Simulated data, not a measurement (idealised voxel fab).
This section sets out a process module, namely voxel tone inversion.
Shown is cross-section cut, with a width of 255 nm and square cells of size 5 nm.
Bands, listed from the top down, are how a cross-section gets written in this document; the cross-section itself is a grid of square cells, and a band is one or more rows of them.
Top height, bottom height, nm. Materials left to right, width each, nm. Single material + "all across" = fills band edge to edge. "air" = empty.
Convention: height 0 is the level below which the wafer, as received, is all one material. The lowest band does not terminate at the bottom but continues downward, represented as "0..down".
Note: "30->40" means the width goes from the first number (top row of the band) to the second number (bottom row) in equal steps per row of cells.
You'll sometimes find "same as before" written for a step, and that's the way of saying that nowhere in the cross-section did a cell change during that step.
The entry "Completely sealed voids" lists the empty spaces that cover at least 8 cells and have no open path to the top. Each is written as width x height at distance, where the distance is measured from the left edge and all three values are in nm.
If you see something after the settings on a step's line, that's the simulator's own remark about that step.
You can add "overlay nm" to a step's line. For a step with a mask, it describes how far the mask lay to the right of its planned position, and a negative number describes a lay to the left.

PLANNED STEP LIST FOR THE PROCESS
step 1: RECEIVE: material Si
step 2: CONFORMAL_DEP: material SiCN, thk nm 10
step 3: DIRECTIONAL_DEP: material aC, thk nm 20
step 4: PATTERN: tone cover, mask id POSTS, material resist, width nm 25, pitch nm 50, thk nm 25, overlay nm -15
step 5: DIRECTIONAL_ETCH: etch materials aC, depth nm 20
step 6: STRIP: etch materials resist
step 7: FILL_DEP: material SiO2, thk nm 10
step 8: CMP: height nm 30
step 9: STRIP: etch materials aC
Wafer-to-wafer difference: overlay nm, step 4. Common start. Plan = first wafer's value.

FIRST WAFER OF SEVERAL, AS RECEIVED: CROSS-SECTION AFTER STEP 1
> 0..down  Si all across
> Completely sealed voids: none

BELOW: A ROW PER WAFER. CONTENTS AT END OF MODULE: FOR EVERY MATERIAL, CELLS GAINED SINCE RECEIPT (+) OR LOST SINCE RECEIPT (-); THEN CLOSED VOIDS
overlay nm -15 | +102 SiCN | +124 SiO2 | Completely sealed voids: none
overlay nm -10 | +102 SiCN | +124 SiO2 | Completely sealed voids: none
overlay nm -5 | +102 SiCN | +124 SiO2 | Completely sealed voids: none
overlay nm 0 | +102 SiCN | +124 SiO2 | Completely sealed voids: none
overlay nm 5 | +102 SiCN | +124 SiO2 | Completely sealed voids: none
overlay nm 10 | +102 SiCN | +124 SiO2 | Completely sealed voids: none
overlay nm 15 | +102 SiCN | +124 SiO2 | Completely sealed voids: none
